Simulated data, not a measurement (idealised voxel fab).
Herein follows the process module entitled voxel fin reveal.
Each square cell in cross-section cut measures 5 nm, and the section as a whole is 265 nm wide.
When this document writes out a cross-section, it uses a grid of square cells and lists it as bands, beginning at the top and moving down, with a band standing for one or more rows of cells.
It is stipulated that each band's entry specify, in nanometres, the height of the top of the band and then that of its bottom, followed by the materials of the band in left-to-right sequence, each together with its width in nanometres. A single material marked by the word "everywhere" is understood to fill the band from edge to edge; the word "empty" is understood to denote empty space.
Height 0 is the level under which the wafer as received is all one material. The lowest band goes on downwards, as in "from 0 down".
Graded width ("30 to 40"): value in top row of band = first number; value in bottom row = second number; row-to-row change constant.
"nothing was modified" (step): cross-section cells unchanged, all of them.
"Voids, sealed" contains a list of empty spaces, each no smaller than 8 cells and without an open way to the top, written in the form width x height at distance with the distance from the left edge and all three in nm.
Text after the settings on a step's line: the simulator's own remark on that step.
"overlay nm", when on a step's line for a step with a mask, measures how far to the right of its planned place the mask lay; a negative measure means to the left.
### The planned process steps are enumerated hereunder
1,RECEIVE with material Si
2,CONFORMAL_DEP with material SiN, thk nm 10
3,DIRECTIONAL_DEP with material aC, thk nm 15
4,PATTERN with tone cover, mask id FINS, material resist, width nm 15, pitch nm 40, thk nm 35, overlay nm 0
5,DIRECTIONAL_ETCH with etch materials aC, depth nm 15
6,STRIP with etch materials resist
7,DIRECTIONAL_ETCH with etch materials SiN, depth nm 10
8,DIRECTIONAL_ETCH with etch materials Si, depth nm 30
9,STRIP with etch materials aC
10,OXIDIZE with depth nm 5
11,FILL_DEP with material SiO2, thk nm 10
12,CMP with height nm 10
13,SELECTIVE_ETCH with etch materials SiO2, depth nm 30
14,STRIP with etch materials SiN
15,CONFORMAL_DEP with material SiO2, thk nm 5
### The cross-section here shows the wafer as received, i.e. in its state after step 1
  from 0 down  Si everywhere
  Voids, sealed: none
### This is how the wafer looks in cross-section once the module is done, given the starting state and plan above and one mistake in carrying the plan out
  from 5 to 0  80 of empty, 25 of SiO2, 15 of empty, 25 of SiO2, 15 of empty, 25 of SiO2, 80 of empty
  from 0 to -25  80 of empty, 10 of SiO2, 5 of Si, 10 of SiO2, 15 of empty, 10 of SiO2, 5 of Si, 10 of SiO2, 15 of empty, 10 of SiO2, 5 of Si, 10 of SiO2, 80 of empty
  from -25 to -35  90 of SiO2, 5 of Si, 35 of SiO2, 5 of Si, 35 of SiO2, 5 of Si, 90 of SiO2
  from -35 down  Si everywhere
  Voids, sealed: none
Want to know what went wrong? step 11 was not run as planned; what actually ran was FILL_DEP with material SiN, thk nm 10
